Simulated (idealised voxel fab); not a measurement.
This is a process module. Its name is voxel fin reveal.
Square cells of 5 nm make up the cross-section cut, whose width is 195 nm.
A cross-section is a grid of square cells, given in bands from the top down. A band is one or more rows of cells. Basically the band line says how high the top is and how high the bottom is, in nm, and then what's in it from left to right, every material with its width in nm. Empty space shows up as "air", and if a single material carries "full width" it runs the full band edge to edge. Heads up on the height convention: 0 is the point under which the incoming wafer is all one material, and the lowest band has no bottom, it just keeps going down, like "0 -> down". Width: "30..40" (first number = top row, second number = bottom row, same change from row to row of cells). The designation "nothing different", where it is given for a processing step, indicates that no cell of the cross-section was altered in the course of that step. "Closed internal cavities" lists enclosed empty spaces (at least 8 cells, no open path upward to the top), each as width x height at distance from the left edge, in nm. Note: text after step settings on the step line = simulator remark on that step. The setting "overlay nm" may be written on the line of a step. When the step uses a mask, the value reports how far to the right of the planned place the mask lay, and a negative value reports that it lay to the left.
These are the steps we planned for the process:
1 RECEIVE [material Si]
2 CONFORMAL_DEP [material SiN] [thk nm 10]
3 DIRECTIONAL_DEP [material aC] [thk nm 10]
4 PATTERN [tone cover] [mask id FINS] [material resist] [width nm 15] [pitch nm 40] [thk nm 30] [overlay nm 0]
5 DIRECTIONAL_ETCH [etch materials aC] [depth nm 10]
6 STRIP [etch materials resist]
7 DIRECTIONAL_ETCH [etch materials SiN] [depth nm 10]
8 DIRECTIONAL_ETCH [etch materials Si] [depth nm 40]
9 STRIP [etch materials aC]
10 OXIDIZE [depth nm 5]
11 FILL_DEP [material SiO2] [thk nm 15]
12 CMP [height nm 10]
13 SELECTIVE_ETCH [etch materials SiO2] [depth nm 40]
14 STRIP [etch materials SiN]
15 CONFORMAL_DEP [material SiO2] [thk nm 5]
Incoming wafer, cross-sectional view, post step 1:
- 0 -> down = Si full width
- Closed internal cavities: none
Cross-section at module end, one run error; start and plan unchanged from above:
- 5 -> 0 = 65 nm air, 15 nm SiO2, 25 nm air, 15 nm SiO2, 75 nm air
- 0 -> -25 = 65 nm air, 5 nm SiO2, 5 nm Si, 5 nm SiO2, 25 nm air, 5 nm SiO2, 5 nm Si, 5 nm SiO2, 75 nm air
- -25 -> -45 = 70 nm SiO2, 5 nm Si, 35 nm SiO2, 5 nm Si, 80 nm SiO2
- -45 -> down = Si full width
- Closed internal cavities: none
Deviation from plan: so step 4 ended up running with a different setting than we planned, it ran as PATTERN [tone cover] [mask id FINS] [material resist] [width nm 15] [pitch nm 40] [thk nm 30] [overlay nm -5]
